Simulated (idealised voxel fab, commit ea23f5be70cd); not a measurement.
process module | voxel transistor to metal
cross-section cut | 190 nm wide | cells 5 nm
A cross-section is a grid of square cells, given in bands from the top down. A band is one or more rows of cells.
Each band's line starts with the height of the band's top and of its bottom, in nm. Then come its materials from left to right, each with its width in nm. One material with "throughout" fills the band from edge to edge. "air" is empty space.
Height 0 is the level under which the wafer as received is all one material. The lowest band goes on downwards, as in "0 down".
A width such as "30 to 40" changes by the same amount from each row of cells to the next, from the band's top row to its bottom row.
"no change" after a step means that no cell of the cross-section changed.
closed voids: empty space of 8 cells or more with no open way to the top, each as width x height at its distance from the left edge, in nm
after a step's settings: what the simulator itself notes on the step
overlay nm, on a step with a mask: how far to the right of its planned place the mask lay; to the left if negative
plan
1 op RECEIVE | material Si
2 op OXIDIZE | depth nm 5
3 op CONFORMAL_DEP | material SiN | thk nm 15
4 op DIRECTIONAL_DEP | material aC | thk nm 10
5 op PATTERN | tone cover | mask id ACTIVE | material resist | width nm 110 | thk nm 30 | overlay nm 0
6 op DIRECTIONAL_ETCH | etch materials aC | depth nm 10
7 op STRIP | etch materials resist
8 op DIRECTIONAL_ETCH | etch materials SiN | depth nm 15
9 op DIRECTIONAL_ETCH | etch materials SiO2 | depth nm 5
10 op DIRECTIONAL_ETCH | etch materials Si | depth nm 25
11 op STRIP | etch materials aC
12 op OXIDIZE | depth nm 5
13 op FILL_DEP | material SiO2 | thk nm 10
14 op CMP | height nm 15
15 op SELECTIVE_ETCH | etch materials SiO2 | depth nm 10
16 op STRIP | etch materials SiN
17 op SELECTIVE_ETCH | etch materials SiO2 | depth nm 5
18 op OXIDIZE | depth nm 5
19 op DIRECTIONAL_DEP | material polySi | thk nm 20
20 op DIRECTIONAL_DEP | material SiCN | thk nm 15
21 op PATTERN | tone cover | mask id GATE | material resist | width nm 20 | thk nm 15 | overlay nm 0
22 op DIRECTIONAL_ETCH | etch materials SiCN | depth nm 25
23 op DIRECTIONAL_ETCH | etch materials polySi | depth nm 30
24 op STRIP | etch materials resist
25 op CONFORMAL_DEP | material SiN | thk nm 5
26 op DIRECTIONAL_ETCH | etch materials SiN | depth nm 5
27 op DIRECTIONAL_ETCH | etch materials SiO2 | depth nm 5
28 op EPI | material pSi | thk nm 5
29 op FILL_DEP | material SiO2 | thk nm 10
30 op CMP | height nm 30
31 op DIRECTIONAL_DEP | material SiO2 | thk nm 15
32 op DIRECTIONAL_DEP | material aC | thk nm 15
33 op PATTERN | tone open | mask id CONTACT | material resist | width nm 35 | pitch nm 65 | thk nm 35 | overlay nm 0
34 op DIRECTIONAL_ETCH | etch materials aC | depth nm 15
35 op STRIP | etch materials resist
36 op DIRECTIONAL_ETCH | etch materials SiO2 | depth nm 50
37 op STRIP | etch materials aC
38 op CONFORMAL_DEP | material TiN | thk nm 5
39 op FILL_DEP | material Ru | thk nm 10
40 op CMP | height nm 45
41 op CONFORMAL_DEP | material SiCN | thk nm 5
42 op DIRECTIONAL_DEP | material lowk | thk nm 25
43 op DIRECTIONAL_DEP | material aC | thk nm 10
44 op PATTERN | tone open | mask id METAL_1 | material resist | width nm 20 | pitch nm 80 | thk nm 25 | overlay nm 0
45 op DIRECTIONAL_ETCH | etch materials aC | depth nm 10
46 op STRIP | etch materials resist
47 op DIRECTIONAL_ETCH | etch materials lowk | depth nm 25
48 op DIRECTIONAL_ETCH | etch materials SiCN | depth nm 5
49 op STRIP | etch materials aC
50 op CONFORMAL_DEP | material TiN | thk nm 5
51 op FILL_DEP | material Cu | thk nm 5
52 op CMP | height nm 75
53 op CONFORMAL_DEP | material SiCN | thk nm 5
as received, after step 1
  0 down: Si throughout
  closed voids: none
a wafer at the end: this start, this plan, one mistake
  80 to 75: SiCN throughout
  75 to 50: lowk 45 | TiN 5 | Cu 10 | TiN 5 | lowk 60 | TiN 5 | Cu 10 | TiN 5 | lowk 45
  50 to 45: SiCN 45 | TiN 20 | SiCN 60 | TiN 20 | SiCN 45
  45 to 30: SiO2 45 | TiN 5 | Ru 25 | TiN 5 | SiO2 30 | TiN 5 | Ru 25 | TiN 5 | SiO2 45
  30 to 15: SiO2 45 | TiN 5 | Ru 25 | TiN 5 | SiN 5 | SiCN 20 | SiN 5 | TiN 5 | Ru 25 | TiN 5 | SiO2 45
  15 to 0: SiO2 45 | TiN 5 | Ru 25 | TiN 5 | SiN 5 | polySi 20 | SiN 5 | TiN 5 | Ru 25 | TiN 5 | SiO2 45
  0 to -5: SiO2 35 | SiN 5 | SiO2 5 | TiN 35 | SiN 5 | polySi 20 | SiN 5 | TiN 35 | SiO2 5 | SiN 5 | SiO2 35
  -5 to -10: SiO2 40 | pSi 40 | SiO2 30 | pSi 40 | SiO2 40
  -10 to -40: SiO2 45 | Si 100 | SiO2 45
  -40 down: Si throughout
  closed voids: none
what went wrong: step 10 ran as: op DIRECTIONAL_ETCH | etch materials Si | depth nm 30
